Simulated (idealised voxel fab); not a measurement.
This section sets out a process module, namely voxel released beams.
The cross-section on display is named cut; it measures 200 nm wide, and its cells are 5 nm squares.
Reading order for cross-sections: top band down to bottom band. Underlying form: a grid of square cells. Band size: one or more rows of cells. Quick guide to a band line: top height, bottom height (nm) up front; then every material left to right with its width in nm. Only one material and it's marked "full width"? Then it fills the band edge to edge. And "air" just means empty space. Height is counted from the level 0, under which the received wafer is composed throughout of one material. The lowest of the bands is not closed at the bottom but continues downward, in the notation "0 and below". The width entry "30->40" should be interpreted row by row: the top row of cells in the band takes the first number, the bottom row takes the second number, and the change between adjacent rows is uniform throughout. "left unchanged" after a step means that no cell of the cross-section changed. Closed-off voids of 8+ cells (no open route to the top) go in "Closed void listing", written width x height at distance from the left edge, in nm. Step line, after settings: the simulator's comment on this step. Among the settings permitted on a step's line is "overlay nm"; applied to a step with a mask, it specifies the extent to which the mask lay to the right of its planned position, whereas a negative figure signifies a position to the left.
[Process steps foreseen in the plan]
1,RECEIVE | material Si
2,CONFORMAL_DEP | material Al2O3 | thk nm 5
3,DIRECTIONAL_DEP | material SiO2 | thk nm 15
4,DIRECTIONAL_DEP | material aC | thk nm 10
5,PATTERN | tone open | mask id ANCHOR | material resist | width nm 25 | thk nm 30 | overlay nm 0
6,DIRECTIONAL_ETCH | etch materials aC | depth nm 10
7,STRIP | etch materials resist
8,DIRECTIONAL_ETCH | etch materials SiO2 | depth nm 15
9,STRIP | etch materials aC
10,CONFORMAL_DEP | material W | thk nm 10
11,PATTERN | tone cover | mask id BEAM | material resist | width nm 70 | thk nm 15 | overlay nm 0
12,DIRECTIONAL_ETCH | etch materials W | depth nm 10
13,STRIP | etch materials resist
14,STRIP | etch materials SiO2
[The first wafer of two, processed as planned]
[Wafer at receipt (post step 1), cross-section]
  0 and below  Si full width
  Closed void listing: none
[So this is the wafer cross-section right after step 2]
  5 down to 0  Al2O3 full width
  Unchanged below 0.
[So this is the wafer cross-section right after step 3]
  20 down to 5  SiO2 full width
  Unchanged below 5.
[So this is the wafer cross-section right after step 4]
  30 down to 20  aC full width
  Unchanged below 20.
[So this is the wafer cross-section right after step 5]
  60 down to 30  resist: 65 / air: 25 / resist: 110
  Unchanged below 30.
[So this is the wafer cross-section right after step 6]
  50 down to 30  resist: 65 / air: 25 / resist: 110
  30 down to 20  aC: 65 / air: 25 / aC: 110
  Unchanged below 20.
[So this is the wafer cross-section right after step 7]
  30 down to 20  aC: 65 / air: 25 / aC: 110
  Unchanged below 20.
[So this is the wafer cross-section right after step 8]
  30 down to 20  aC: 65 / air: 25 / aC: 110
  20 down to 5  SiO2: 65 / air: 25 / SiO2: 110
  Unchanged below 5.
[So this is the wafer cross-section right after step 9]
  20 down to 5  SiO2: 65 / air: 25 / SiO2: 110
  Unchanged below 5.
[So this is the wafer cross-section right after step 10]
  30 down to 20  W: 75 / air: 5 / W: 120
  20 down to 15  SiO2: 65 / W: 10 / air: 5 / W: 10 / SiO2: 110
  15 down to 5  SiO2: 65 / W: 25 / SiO2: 110
  Unchanged below 5.
[So this is the wafer cross-section right after step 11]
  45 down to 30  air: 60 / resist: 70 / air: 70
  30 down to 20  W: 75 / resist: 5 / W: 120
  20 down to 15  SiO2: 65 / W: 10 / resist: 5 / W: 10 / SiO2: 110
  Unchanged below 15.
[So this is the wafer cross-section right after step 12]
  45 down to 30  air: 60 / resist: 70 / air: 70
  30 down to 20  air: 60 / W: 15 / resist: 5 / W: 50 / air: 70
  Unchanged below 20.
[So this is the wafer cross-section right after step 13]
  30 down to 20  air: 60 / W: 15 / air: 5 / W: 50 / air: 70
  20 down to 15  SiO2: 65 / W: 10 / air: 5 / W: 10 / SiO2: 110
  Unchanged below 15.
[So this is the wafer cross-section right after step 14]
  30 down to 20  air: 60 / W: 15 / air: 5 / W: 50 / air: 70
  20 down to 15  air: 65 / W: 10 / air: 5 / W: 10 / air: 110
  15 down to 5  air: 65 / W: 25 / air: 110
  Unchanged below 5.
[second wafer: like start, like plan, one mistake. Through step 1 it matches the first wafer]
[Cross-sectional representation of the second wafer at the time designated in the plan for the completion of step 2]
  15 down to 0  SiO2 full width
  Unchanged below 0.
[Cross-sectional representation of the second wafer at the time designated in the plan for the completion of step 3]
  20 down to 15  Al2O3 full width
  Unchanged below 15.
[Cross-sectional representation of the second wafer at the time designated in the plan for the completion of step 4]
  30 down to 20  aC full width
  Unchanged below 20.
[Cross-sectional representation of the second wafer at the time designated in the plan for the completion of step 5]
  60 down to 30  resist: 65 / air: 25 / resist: 110
  Unchanged below 30.
[Cross-sectional representation of the second wafer at the time designated in the plan for the completion of step 6]
  50 down to 30  resist: 65 / air: 25 / resist: 110
  30 down to 20  aC: 65 / air: 25 / aC: 110
  Unchanged below 20.
[Cross-sectional representation of the second wafer at the time designated in the plan for the completion of step 7]
  30 down to 20  aC: 65 / air: 25 / aC: 110
  Unchanged below 20.
Cross-sectional representation of the second wafer at the time designated in the plan for the completion of step 8: left unchanged
[Cross-sectional representation of the second wafer at the time designated in the plan for the completion of step 9]
  20 down to 15  Al2O3 full width
  Unchanged below 15.
[Cross-sectional representation of the second wafer at the time designated in the plan for the completion of step 10]
  30 down to 20  W full width
  Unchanged below 20.
[Cross-sectional representation of the second wafer at the time designated in the plan for the completion of step 11]
  45 down to 30  air: 60 / resist: 70 / air: 70
  Unchanged below 30.
[Cross-sectional representation of the second wafer at the time designated in the plan for the completion of step 12]
  45 down to 30  air: 60 / resist: 70 / air: 70
  30 down to 20  air: 60 / W: 70 / air: 70
  Unchanged below 20.
[Cross-sectional representation of the second wafer at the time designated in the plan for the completion of step 13]
  30 down to 20  air: 60 / W: 70 / air: 70
  Unchanged below 20.
Cross-sectional representation of the second wafer at the time designated in the plan for the completion of step 14: left unchanged
Short version of what went wrong: step 3 occupied the plan position of step 2, and the converse holds as well
Final cells, second wafer relative to first, materials higher or lower: SiO2: 120 more, W: 12 fewer
